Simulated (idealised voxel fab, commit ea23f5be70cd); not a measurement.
process module | voxel capacitor over wiring
cross-section cut | 155 nm wide | cells 5 nm
A cross-section is a grid of square cells, given in bands from the top down. A band is one or more rows of cells.
Each band's line starts with the height of the band's top and of its bottom, in nm. Then come its materials from left to right, each with its width in nm. One material with "throughout" fills the band from edge to edge. "air" is empty space.
Height 0 is the level under which the wafer as received is all one material. The lowest band goes on downwards, as in "0 down".
A width such as "30 to 40" changes by the same amount from each row of cells to the next, from the band's top row to its bottom row.
"no change" after a step means that no cell of the cross-section changed.
closed voids: empty space of 8 cells or more with no open way to the top, each as width x height at its distance from the left edge, in nm
after a step's settings: what the simulator itself notes on the step
overlay nm, on a step with a mask: how far to the right of its planned place the mask lay; to the left if negative
plan
1 op RECEIVE | material Si
2 op CONFORMAL_DEP | material SiO2 | thk nm 15
3 op CONFORMAL_DEP | material SiN | thk nm 5
4 op DIRECTIONAL_DEP | material SiO2 | thk nm 15
5 op PATTERN | tone open | mask id METAL_1 | material resist | width nm 30 | pitch nm 85 | thk nm 20 | overlay nm 0
6 op DIRECTIONAL_ETCH | etch materials SiO2 | depth nm 15
7 op DIRECTIONAL_ETCH | etch materials SiN | depth nm 5
8 op STRIP | etch materials resist
9 op CONFORMAL_DEP | material TiN | thk nm 5
10 op FILL_DEP | material W | thk nm 10
11 op CMP | height nm 35
12 op CONFORMAL_DEP | material SiCN | thk nm 5
13 op DIRECTIONAL_DEP | material SiO2 | thk nm 10
14 op DIRECTIONAL_DEP | material aC | thk nm 15
15 op PATTERN | tone open | mask id PLUG_1 | material resist | width nm 15 | thk nm 30 | overlay nm 0
16 op DIRECTIONAL_ETCH | etch materials aC | depth nm 15
17 op STRIP | etch materials resist
18 op DIRECTIONAL_ETCH | etch materials SiO2 | depth nm 10
19 op DIRECTIONAL_ETCH | etch materials SiCN | depth nm 5
20 op STRIP | etch materials aC
21 op EPI | material Ru | thk nm 10
22 op EPI | material Ru | thk nm 5
23 op DIRECTIONAL_DEP | material TiN | thk nm 10
24 op DIRECTIONAL_DEP | material Al2O3 | thk nm 5
25 op DIRECTIONAL_DEP | material TiN | thk nm 5
26 op MASKED_ETCH | tone cover | mask id UPPER_PLATE | width nm 60 | etch materials TiN | depth nm 5 | overlay nm 0
27 op MASKED_ETCH | tone cover | mask id UPPER_PLATE | width nm 60 | etch materials Al2O3 | depth nm 5 | overlay nm 0
28 op PATTERN | tone cover | mask id LOWER_PLATE | material resist | width nm 70 | thk nm 20 | overlay nm 0
29 op DIRECTIONAL_ETCH | etch materials TiN | depth nm 10
30 op STRIP | etch materials resist
31 op FILL_DEP | material SiO2 | thk nm 20
32 op CMP | height nm 85
33 op PATTERN | tone open | mask id PLUG_2 | material resist | width nm 15 | thk nm 15 | overlay nm 0
34 op DIRECTIONAL_ETCH | etch materials SiO2 | depth nm 15
35 op STRIP | etch materials resist
36 op CONFORMAL_DEP | material TiN | thk nm 5
37 op FILL_DEP | material Ru | thk nm 5
38 op CMP | height nm 85
39 op CONFORMAL_DEP | material SiCN | thk nm 5
as received, after step 1
  0 down: Si throughout
  closed voids: none
a wafer at the end: this start, this plan, one mistake
  90 to 85: SiCN throughout
  85 to 75: SiO2 45 to 35 | TiN 15 to 25 | SiO2 95
  75 to 70: SiO2 35 | Al2O3 25 | SiO2 95
  70 to 65: SiO2 30 | TiN 65 | SiO2 60
  65 to 60: SiO2 30 | TiN 30 | Al2O3 35 | SiO2 60
  60 to 50: SiO2 25 | Ru 35 | TiN 40 | SiO2 55
  50 to 40: SiO2 35 | Ru 15 | SiO2 105
  40 to 35: SiCN 35 | Ru 15 | SiCN 105
  35 to 20: SiO2 20 | TiN 5 | W 20 | TiN 5 | SiO2 55 | TiN 5 | W 20 | TiN 5 | SiO2 20
  20 to 15: SiN 20 | TiN 30 | SiN 55 | TiN 30 | SiN 20
  15 to 0: SiO2 throughout
  0 down: Si throughout
  closed voids: none
what went wrong: step 21 was run twice
